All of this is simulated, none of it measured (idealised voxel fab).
process module | voxel spacer lines
FYI the section here is cut, 155 nm wide, cells are 5 nm squares.
Heads up, the way a cross-section reads in here is a grid of square cells, handed over as bands from the top down, with every band being one or more rows of cells.
Basically the band line says how high the top is and how high the bottom is, in nm, and then what's in it from left to right, every material with its width in nm. Empty space shows up as "blank", and if a single material carries "everywhere" it runs the full band edge to edge.
Counting heights begins at 0, where everything beneath is, in the wafer as received, one material. The lowest band has no bottom; it goes on downwards, as "z 0 and below" shows.
You'd read "30->40" like this: the band's top row of cells is as wide as the first number, its bottom row is as wide as the second, and going down, every row changes width by the same amount as the row before did.
Basically "nothing different" means that step didn't change any cell in the cross-section.
Voids not open to the top, 8 cells minimum: see "Closed-off voids". Written width x height at distance; distance is from the left edge; nm.
Where a step's line continues beyond its settings, the continuation is a remark by the simulator itself on that step.
Steps that use a mask can have "overlay nm" on their line. It says how far the mask sat to the right of where it was meant to be. Negative means to the left.

## The planned process steps are enumerated hereunder
1,RECEIVE, material Si
2,CONFORMAL_DEP, material Al2O3, thk nm 10
3,DIRECTIONAL_DEP, material SiN, thk nm 20
4,DIRECTIONAL_DEP, material aC, thk nm 25
5,PATTERN, tone cover, mask id MANDREL, material resist, width nm 20, pitch nm 60, thk nm 30, overlay nm 0
6,DIRECTIONAL_ETCH, etch materials aC, depth nm 25
7,STRIP, etch materials resist
8,CONFORMAL_DEP, material SiO2, thk nm 10
9,DIRECTIONAL_ETCH, etch materials SiO2, depth nm 10
10,STRIP, etch materials aC
11,DIRECTIONAL_ETCH, etch materials SiN, depth nm 20
12,STRIP, etch materials SiO2

## Cross-section, incoming material, after step 1
z 0 and below  Si everywhere
Closed-off voids: none

## Cross-section, first of two wafers, end of module, run as planned
z 30 to 10  blank=25  SiN=10  blank=20  SiN=10  blank=20  SiN=10  blank=20  SiN=10  blank=30
z 10 to 0  Al2O3 everywhere
z 0 and below  Si everywhere
Closed-off voids: none

## End of module, second wafer, cross-section. Started like the first, planned like the first, run with one mistake
z 30 to 0  Al2O3 everywhere
z 0 and below  Si everywhere
Closed-off voids: none
Plan not followed: step 3 ran as: DIRECTIONAL_DEP, material Al2O3, thk nm 20
End check, counted in cells, second wafer has more or fewer of these materials than the first: Al2O3 +124 | SiN -32
